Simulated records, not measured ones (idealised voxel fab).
process module | voxel gate over fins
cross-section cut | 250 nm wide | cells 5 nm
A cross-section is a grid of square cells, given in bands from the top down. A band is one or more rows of cells.
Each band's line starts with the height of the band's top and of its bottom, in nm. Then come its materials from left to right, each with its width in nm. One material with "throughout" fills the band from edge to edge. "air" is empty space.
Height 0 is the level under which the wafer as received is all one material. The lowest band goes on downwards, as in "0 down".
A width such as "30 to 40" changes by the same amount from each row of cells to the next, from the band's top row to its bottom row.
"no change" after a step means that no cell of the cross-section changed.
closed voids: empty space of 8 cells or more with no open way to the top, each as width x height at its distance from the left edge, in nm
after a step's settings: what the simulator itself notes on the step
overlay nm, on a step with a mask: how far to the right of its planned place the mask lay; to the left if negative
plan
1 op RECEIVE | material Si
2 op CONFORMAL_DEP | material SiN | thk nm 5
3 op MASKED_ETCH | tone cover | mask id FINS | width nm 15 | pitch nm 35 | etch materials SiN | depth nm 5 | overlay nm 0
4 op MASKED_ETCH | tone cover | mask id FINS | width nm 15 | pitch nm 35 | etch materials Si | depth nm 35 | overlay nm 0
5 op OXIDIZE | depth nm 5
6 op FILL_DEP | material SiO2 | thk nm 10
7 op CMP | height nm 5
8 op SELECTIVE_ETCH | etch materials SiO2 | depth nm 15
9 op STRIP | etch materials SiN
10 op CONFORMAL_DEP | material HfO2 | thk nm 5
11 op CONFORMAL_DEP | material TiN | thk nm 5
12 op CONFORMAL_DEP | material TiAl | thk nm 5
13 op CONFORMAL_DEP | material TiN | thk nm 5
14 op FILL_DEP | material W | thk nm 10
15 op CMP | height nm 25
16 op CONFORMAL_DEP | material SiN | thk nm 10
first wafer, as planned
as received, after step 1
  0 down: Si throughout
  closed voids: none
after step 2
  5 to 0: SiN throughout
  below 0: unchanged
after step 3
  5 to 0: air 100 | SiN 15 | air 20 | SiN 15 | air 100
  below 0: unchanged
after step 4
  5 to 0: air 100 | SiN 15 | air 20 | SiN 15 | air 100
  0 to -35: air 100 | Si 15 | air 20 | Si 15 | air 100
  below -35: unchanged
after step 5
  5 to 0: air 100 | SiN 15 | air 20 | SiN 15 | air 100
  0 to -35: air 100 | SiO2 5 | Si 5 | SiO2 5 | air 20 | SiO2 5 | Si 5 | SiO2 5 | air 100
  -35 to -40: SiO2 105 | Si 5 | SiO2 30 | Si 5 | SiO2 105
  below -40: unchanged
after step 6
  15 to 5: SiO2 throughout
  5 to 0: SiO2 100 | SiN 15 | SiO2 20 | SiN 15 | SiO2 100
  0 to -40: SiO2 105 | Si 5 | SiO2 30 | Si 5 | SiO2 105
  below -40: unchanged
after step 7
  5 to 0: SiO2 100 | SiN 15 | SiO2 20 | SiN 15 | SiO2 100
  below 0: unchanged
after step 8
  5 to 0: air 100 | SiN 15 | air 20 | SiN 15 | air 100
  0 to -10: air 105 | Si 5 | air 30 | Si 5 | air 105
  below -10: unchanged
after step 9
  0 to -10: air 105 | Si 5 | air 30 | Si 5 | air 105
  below -10: unchanged
after step 10
  5 to 0: air 100 | HfO2 15 | air 20 | HfO2 15 | air 100
  0 to -5: air 100 | HfO2 5 | Si 5 | HfO2 5 | air 20 | HfO2 5 | Si 5 | HfO2 5 | air 100
  -5 to -10: HfO2 105 | Si 5 | HfO2 30 | Si 5 | HfO2 105
  below -10: unchanged
after step 11
  10 to 5: air 95 | TiN 25 | air 10 | TiN 25 | air 95
  5 to 0: air 95 | TiN 5 | HfO2 15 | TiN 5 | air 10 | TiN 5 | HfO2 15 | TiN 5 | air 95
  0 to -5: TiN 100 | HfO2 5 | Si 5 | HfO2 5 | TiN 20 | HfO2 5 | Si 5 | HfO2 5 | TiN 100
  below -5: unchanged
after step 12
  15 to 10: air 90 | TiAl 70 | air 90
  10 to 5: air 90 | TiAl 5 | TiN 25 | TiAl 10 | TiN 25 | TiAl 5 | air 90
  5 to 0: TiAl 95 | TiN 5 | HfO2 15 | TiN 5 | TiAl 10 | TiN 5 | HfO2 15 | TiN 5 | TiAl 95
  below 0: unchanged
after step 13
  20 to 15: air 85 | TiN 80 | air 85
  15 to 10: air 85 | TiN 5 | TiAl 70 | TiN 5 | air 85
  10 to 5: TiN 90 | TiAl 5 | TiN 25 | TiAl 10 | TiN 25 | TiAl 5 | TiN 90
  below 5: unchanged
after step 14
  30 to 20: W throughout
  20 to 15: W 85 | TiN 80 | W 85
  15 to 10: W 85 | TiN 5 | TiAl 70 | TiN 5 | W 85
  below 10: unchanged
after step 15
  25 to 20: W throughout
  below 20: unchanged
after step 16
  35 to 25: SiN throughout
  below 25: unchanged
second wafer: like start, like plan, one mistake. Through step 10 it matches the first wafer
when step 11 should have ended
  10 to 5: air 95 | SiO2 25 | air 10 | SiO2 25 | air 95
  5 to 0: air 95 | SiO2 5 | HfO2 15 | SiO2 5 | air 10 | SiO2 5 | HfO2 15 | SiO2 5 | air 95
  0 to -5: SiO2 100 | HfO2 5 | Si 5 | HfO2 5 | SiO2 20 | HfO2 5 | Si 5 | HfO2 5 | SiO2 100
  below -5: unchanged
when step 12 should have ended
  15 to 10: air 90 | TiAl 70 | air 90
  10 to 5: air 90 | TiAl 5 | SiO2 25 | TiAl 10 | SiO2 25 | TiAl 5 | air 90
  5 to 0: TiAl 95 | SiO2 5 | HfO2 15 | SiO2 5 | TiAl 10 | SiO2 5 | HfO2 15 | SiO2 5 | TiAl 95
  below 0: unchanged
when step 13 should have ended
  20 to 15: air 85 | TiN 80 | air 85
  15 to 10: air 85 | TiN 5 | TiAl 70 | TiN 5 | air 85
  10 to 5: TiN 90 | TiAl 5 | SiO2 25 | TiAl 10 | SiO2 25 | TiAl 5 | TiN 90
  below 5: unchanged
when step 14 should have ended
  30 to 20: W throughout
  20 to 15: W 85 | TiN 80 | W 85
  15 to 10: W 85 | TiN 5 | TiAl 70 | TiN 5 | W 85
  below 10: unchanged
when step 15 should have ended
  25 to 20: W throughout
  below 20: unchanged
when step 16 should have ended
  35 to 25: SiN throughout
  below 25: unchanged
what went wrong: step 11 ran as: op CONFORMAL_DEP | material SiO2 | thk nm 5
at the end the second wafer has, in cells: 58 more of SiO2 | 58 fewer of TiN
